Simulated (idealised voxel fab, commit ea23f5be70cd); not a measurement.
Name of the process module below: voxel capacitor over wiring
It is cross-section cut that appears here, measuring 290 nm in width, its square cells being 5 nm in size.
Think of the cross-section as a grid of square cells. We describe it in bands, top to bottom, and each band covers one or more rows of those cells.
Band: top and bottom heights (nm) first, top before bottom; then materials from left to right, widths in nm. "all across" marks a sole material filling the band edge to edge. "air" denotes empty space.
Height is counted from the level 0, under which the received wafer is composed throughout of one material. The lowest of the bands is not closed at the bottom but continues downward, in the notation "z 0 and below".
Width "30..40": first value at the band's top row of cells, second value at its bottom row, equal change from row to row.
Key: "remained unchanged" - step with no changed cell in the cross-section.
Listed in "Enclosed empty spaces": every empty space of 8 or more cells without an open way to the top. Form: width x height at distance, the distance being from the left edge, all in nm.
Read whatever lies past the settings on a step's line as the simulator's own remark about the step.
Steps that use a mask can have "overlay nm" on their line. It says how far the mask sat to the right of where it was meant to be. Negative means to the left.
Here's what the planned process steps look like:
1,RECEIVE [material Si]
2,CONFORMAL_DEP [material SiO2] [thk nm 15]
3,CONFORMAL_DEP [material SiN] [thk nm 5]
4,DIRECTIONAL_DEP [material lowk] [thk nm 25]
5,DIRECTIONAL_DEP [material aC] [thk nm 10]
6,PATTERN [tone open] [mask id METAL_1] [material resist] [width nm 30] [pitch nm 85] [thk nm 30] [overlay nm 0]
7,DIRECTIONAL_ETCH [etch materials aC] [depth nm 10]
8,STRIP [etch materials resist]
9,DIRECTIONAL_ETCH [etch materials lowk] [depth nm 25]
10,DIRECTIONAL_ETCH [etch materials SiN] [depth nm 5]
11,STRIP [etch materials aC]
12,CONFORMAL_DEP [material TiN] [thk nm 5]
13,FILL_DEP [material W] [thk nm 5]
14,CMP [height nm 45]
15,CONFORMAL_DEP [material SiCN] [thk nm 5]
16,DIRECTIONAL_DEP [material SiO2] [thk nm 15]
17,MASKED_ETCH [tone open] [mask id PLUG_1] [width nm 15] [etch materials SiO2] [depth nm 15] [overlay nm 0]
18,MASKED_ETCH [tone open] [mask id PLUG_1] [width nm 15] [etch materials SiCN] [depth nm 5] [overlay nm 0]
19,EPI [material Ru] [thk nm 10]
20,EPI [material Ru] [thk nm 10]
21,DIRECTIONAL_DEP [material TiN] [thk nm 5]
22,DIRECTIONAL_DEP [material HfO2] [thk nm 5]
23,DIRECTIONAL_DEP [material TiN] [thk nm 10]
24,MASKED_ETCH [tone cover] [mask id UPPER_PLATE] [width nm 60] [etch materials TiN] [depth nm 10] [overlay nm 0]
25,MASKED_ETCH [tone cover] [mask id UPPER_PLATE] [width nm 60] [etch materials HfO2] [depth nm 5] [overlay nm 0]
26,DIRECTIONAL_DEP [material aC] [thk nm 10]
27,PATTERN [tone cover] [mask id LOWER_PLATE] [material resist] [width nm 70] [thk nm 25] [overlay nm 0]
28,DIRECTIONAL_ETCH [etch materials aC] [depth nm 10]
29,STRIP [etch materials resist]
30,DIRECTIONAL_ETCH [etch materials TiN] [depth nm 5]
31,STRIP [etch materials aC]
32,FILL_DEP [material SiO2] [thk nm 20]
33,CMP [height nm 100]
34,DIRECTIONAL_DEP [material aC] [thk nm 15]
35,PATTERN [tone open] [mask id PLUG_2] [material resist] [width nm 15] [thk nm 30] [overlay nm 0]
36,DIRECTIONAL_ETCH [etch materials aC] [depth nm 15]
37,STRIP [etch materials resist]
38,DIRECTIONAL_ETCH [etch materials SiO2] [depth nm 15]
39,STRIP [etch materials aC]
40,CONFORMAL_DEP [material TiN] [thk nm 5]
41,FILL_DEP [material Cu] [thk nm 5]
42,CMP [height nm 100]
43,CONFORMAL_DEP [material SiN] [thk nm 5]
Shown in cross-section is the wafer as received, that is, as it stands after step 1:
	z 0 and below: Si all across
	Enclosed empty spaces: none
A wafer at the end: this start, this plan, one mistake:
	z 105 to 100: SiN all across
	z 100 to 95: 110 SiO2 | 15 TiN | 165 SiO2
	z 95 to 85: 100 SiO2 | 25 TiN | 165 SiO2
	z 85 to 80: 100 SiO2 | 25 HfO2 | 35 TiN | 130 SiO2
	z 80 to 75: 95 SiO2 | 65 TiN | 130 SiO2
	z 75 to 70: 90 SiO2 | 35 Ru | 35 HfO2 | 130 SiO2
	z 70 to 65: 90 SiO2 | 35 Ru | 40 TiN | 125 SiO2
	z 65 to 50: 100 SiO2 | 15 Ru | 175 SiO2
	z 50 to 45: 100 SiCN | 15 Ru | 175 SiCN
	z 45 to 20: 85 lowk | 5 TiN | 20 W | 5 TiN | 55 lowk | 5 TiN | 20 W | 5 TiN | 90 lowk
	z 20 to 15: 85 SiN | 30 TiN | 55 SiN | 30 TiN | 90 SiN
	z 15 to 0: SiO2 all across
	z 0 and below: Si all across
	Enclosed empty spaces: none
Deviation from plan: one of the like steps 19 and 20 was run twice, and which one is unknowable
